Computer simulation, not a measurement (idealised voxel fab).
The process module that follows is named voxel trench capacitor.
Section shown: cut. Width: 255 nm. Cell size: 5 nm, square.
Cross-section, as written here: a square-cell grid given band by band from the top down, where a band holds one or more rows of cells.
For a band, the entry starts with two heights in nm, that of the top and then that of the bottom, and carries on with the band's materials in order from left to right, each alongside its width in nm; the word "everywhere" beside a single material means it fills the band edge to edge, and "air" means empty space.
For the purposes of this specification, 0 denotes the height below which the wafer in its as-received condition is composed wholly of one material, and the lowermost band, lacking a lower limit, extends downward without end, as expressed in "from 0 down".
When a width is written as two numbers, as in "30->40", the first number is the width in the top row of cells of the band and the second is the width in its bottom row, and the width changes by the same amount from each row to the next.
You'll sometimes find "stayed the same" written for a step, and that's the way of saying that nowhere in the cross-section did a cell change during that step.
"Cavities, closed" enumerates empty spaces isolated from the top, with no open way to it, that contain at least 8 cells, giving each as width x height at distance from the left edge, all three in nm.
Post-settings text on a step line: simulator's own remark regarding the step.
For masked steps, "overlay nm" on the step line gives how far right of plan the mask actually lay; a minus sign means it lay to the left.

Steps in the process plan
1) RECEIVE | material Si
2) CONFORMAL_DEP | material SiN | thk nm 5
3) PATTERN | tone open | mask id TRENCH | material resist | width nm 20 | pitch nm 40 | thk nm 15 | overlay nm 0
4) DIRECTIONAL_ETCH | etch materials SiN | depth nm 5
5) DIRECTIONAL_ETCH | etch materials Si | depth nm 35
6) STRIP | etch materials resist
7) CONFORMAL_DEP | material Al2O3 | thk nm 5
8) FILL_DEP | material polySi | thk nm 5
9) CMP | height nm 5

Wafer at receipt (post step 1), cross-section
  from 0 down  Si everywhere
  Cavities, closed: none

What the wafer looks like in cross-section after this module, when it starts as shown above and follows the plan above but one mistake is made in running it
  from -5 to -30  55 Si, then 5 Al2O3, then 10 polySi, then 5 Al2O3, then 20 Si, then 5 Al2O3, then 10 polySi, then 5 Al2O3, then 20 Si, then 5 Al2O3, then 10 polySi, then 5 Al2O3, then 20 Si, then 5 Al2O3, then 10 polySi, then 5 Al2O3, then 60 Si
  from -30 to -35  55 Si, then 20 Al2O3, then 20 Si, then 20 Al2O3, then 20 Si, then 20 Al2O3, then 20 Si, then 20 Al2O3, then 60 Si
  from -35 down  Si everywhere
  Cavities, closed: none
The mistake made against the process plan was this: step 9 ran differently from the plan; actual operation with settings: CMP | height nm -5
